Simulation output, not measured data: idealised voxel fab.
Module name: voxel ribs on slabs (process module)
Displayed cross-section: cut, width of 230 nm, square cells sized 5 nm.
Bands, listed from the top down, are how a cross-section gets written in this document; the cross-section itself is a grid of square cells, and a band is one or more rows of them.
Read a band's entry like this: the first values are the height of its top and the height of its bottom in nm, and what follows is the sequence of materials from left to right, each with its width in nm. Note that "air" is empty space, and that a single material marked "full width" reaches across the band from edge to edge.
Ref level 0: as-received wafer is one material below here. Bottom band extends down with no lower bound ("0 and below").
Width "30 to 40": first value at the band's top row of cells, second value at its bottom row, equal change from row to row.
"remains unaltered" (step): cross-section cells unchanged, all of them.
Closed-off voids of 8+ cells (no open route to the top) go in "Completely enclosed voids", written width x height at distance from the left edge, in nm.
Note: text after step settings on the step line = simulator remark on that step.
What "overlay nm" on a step's line means: if the step has a mask, that mask lay this far to the right of its planned place, or, when the value is negative, to the left.

-- Planned step list for the process
1,RECEIVE, material Si
2,DIRECTIONAL_DEP, material SiO2, thk nm 20
3,DIRECTIONAL_DEP, material polySi, thk nm 20
4,DIRECTIONAL_DEP, material aC, thk nm 10
5,PATTERN, tone cover, mask id RIB, material resist, width nm 25, thk nm 30, overlay nm 0
6,DIRECTIONAL_ETCH, etch materials aC, depth nm 10
7,STRIP, etch materials resist
8,DIRECTIONAL_ETCH, etch materials polySi, depth nm 5
9,STRIP, etch materials aC
10,MASKED_ETCH, tone cover, mask id SLAB, width nm 65, etch materials polySi, depth nm 15, overlay nm 0
11,FILL_DEP, material SiO2, thk nm 20
12,CMP, height nm 55
13,DIRECTIONAL_DEP, material W, thk nm 5
14,PATTERN, tone cover, mask id HEATER, material resist, width nm 35, thk nm 20, overlay nm 0
15,DIRECTIONAL_ETCH, etch materials W, depth nm 5
16,STRIP, etch materials resist
17,CONFORMAL_DEP, material SiO2, thk nm 5

-- first wafer, as planned

-- Here's what the wafer looked like in cross-section when it arrived - that's after step 1
0 and below = Si full width
Completely enclosed voids: none

-- After step 2, in cross-section
20 down to 0 = SiO2 full width
Heights below 0 show no change.

-- After step 3, in cross-section
40 down to 20 = polySi full width
Heights below 20 show no change.

-- After step 4, in cross-section
50 down to 40 = aC full width
Heights below 40 show no change.

-- After step 5, in cross-section
80 down to 50 = 100 nm air  25 nm resist  105 nm air
Heights below 50 show no change.

-- After step 6, in cross-section
70 down to 50 = 100 nm air  25 nm resist  105 nm air
50 down to 40 = 100 nm air  25 nm aC  105 nm air
Heights below 40 show no change.

-- After step 7, in cross-section
50 down to 40 = 100 nm air  25 nm aC  105 nm air
Heights below 40 show no change.

-- After step 8, in cross-section
50 down to 40 = 100 nm air  25 nm aC  105 nm air
40 down to 35 = 100 nm air  25 nm polySi  105 nm air
Heights below 35 show no change.

-- After step 9, in cross-section
40 down to 35 = 100 nm air  25 nm polySi  105 nm air
Heights below 35 show no change.

-- After step 10, in cross-section
40 down to 35 = 100 nm air  25 nm polySi  105 nm air
35 down to 20 = 80 nm air  65 nm polySi  85 nm air
Heights below 20 show no change.

-- After step 11, in cross-section
60 down to 40 = SiO2 full width
40 down to 35 = 100 nm SiO2  25 nm polySi  105 nm SiO2
35 down to 20 = 80 nm SiO2  65 nm polySi  85 nm SiO2
Heights below 20 show no change.

-- After step 12, in cross-section
55 down to 40 = SiO2 full width
Heights below 40 show no change.

-- After step 13, in cross-section
60 down to 55 = W full width
Heights below 55 show no change.

-- After step 14, in cross-section
80 down to 60 = 95 nm air  35 nm resist  100 nm air
Heights below 60 show no change.

-- After step 15, in cross-section
80 down to 60 = 95 nm air  35 nm resist  100 nm air
60 down to 55 = 95 nm air  35 nm W  100 nm air
Heights below 55 show no change.

-- After step 16, in cross-section
60 down to 55 = 95 nm air  35 nm W  100 nm air
Heights below 55 show no change.

-- After step 17, in cross-section
65 down to 60 = 90 nm air  45 nm SiO2  95 nm air
60 down to 55 = 95 nm SiO2  35 nm W  100 nm SiO2
Heights below 55 show no change.

-- The Second Wafer: Common Origin and Plan, One Mistake in Execution, Identical to the First Through Step 13

-- Second wafer, cut view, end of step 14 per plan
80 down to 60 = 95 nm resist  35 nm air  100 nm resist
Heights below 60 show no change.

-- Second wafer, cut view, end of step 15 per plan
80 down to 60 = 95 nm resist  35 nm air  100 nm resist
60 down to 55 = 95 nm W  35 nm air  100 nm W
Heights below 55 show no change.

-- Second wafer, cut view, end of step 16 per plan
60 down to 55 = 95 nm W  35 nm air  100 nm W
Heights below 55 show no change.

-- Second wafer, cut view, end of step 17 per plan
65 down to 60 = 100 nm SiO2  25 nm air  105 nm SiO2
60 down to 55 = 95 nm W  35 nm SiO2  100 nm W
Heights below 55 show no change.
Which mistake was made when the wafer was run? step 14 ran as: PATTERN, tone open, mask id HEATER, material resist, width nm 35, thk nm 20, overlay nm 0
The second wafer ends with more or fewer cells of some materials than the first, per final count: W: 32 more
